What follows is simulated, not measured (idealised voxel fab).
Title: Process Module voxel spacer lines
The width of the displayed cross-section, cut, is 215 nm; its cells are square, with a size of 5 nm.
In what follows, cross-sections appear as grids of square cells, described through bands that run from the top down, where every band is one or more rows of cells.
Look at the band entry: it leads with the top's height and the bottom's height in nm. Then it lists the materials left to right, with a width in nm for each. The word "full width" on a single material says that material fills the band edge to edge. The word "air" is empty space.
The reference from which all heights are counted is 0, the level beneath which the as-received wafer is entirely one material; the lowest band, having no lower bound, proceeds downward and is written after the example "z 0 and below".
A width given as "30..40" starts at the first number in the band's top row and ends at the second number in its bottom row, shifting by an equal amount at every step from row to row.
Where the words "nothing different" appear for a step, the cross-section shows no cell changed by that step; every cell remained as before.
In the "Closed internal cavities" entry, you get each enclosed empty space of 8 cells or more, one with no open way to the top, written width x height at distance, distance from the left edge, in nm.
If you see something after the settings on a step's line, that's the simulator's own remark about that step.
Each step line may optionally specify "overlay nm", which for a step with a mask gives the rightward distance between the mask's planned place and where it lay, a negative value indicating the leftward direction.

# Process steps (planned)
1) op RECEIVE | material Si
2) op CONFORMAL_DEP | material Al2O3 | thk nm 10
3) op DIRECTIONAL_DEP | material SiN | thk nm 15
4) op DIRECTIONAL_DEP | material aC | thk nm 30
5) op PATTERN | tone cover | mask id MANDREL | material resist | width nm 15 | pitch nm 60 | thk nm 40 | overlay nm 0
6) op DIRECTIONAL_ETCH | etch materials aC | depth nm 30
7) op STRIP | etch materials resist
8) op CONFORMAL_DEP | material SiO2 | thk nm 15
9) op DIRECTIONAL_ETCH | etch materials SiO2 | depth nm 15
10) op STRIP | etch materials aC
11) op DIRECTIONAL_ETCH | etch materials SiN | depth nm 15
12) op STRIP | etch materials SiO2

# Incoming wafer in cross-section (state: after step 1)
  z 0 and below = Si full width
  Closed internal cavities: none

# Starting structure and process plan are as shown above, but one mistake was made in running the module; the wafer cross-section at the end of the module follows
  z 30 to 15 = 55 air; 15 SiN; 15 air; 15 SiN; 15 air; 15 SiN; 15 air; 15 SiN; 55 air
  z 15 to 10 = SiN full width
  z 10 to 0 = Al2O3 full width
  z 0 and below = Si full width
  Closed internal cavities: none
Heads up, the wafer didn't run the way we planned it: in deviation from the planned setting, step 3 was conducted as op DIRECTIONAL_DEP | material SiN | thk nm 20
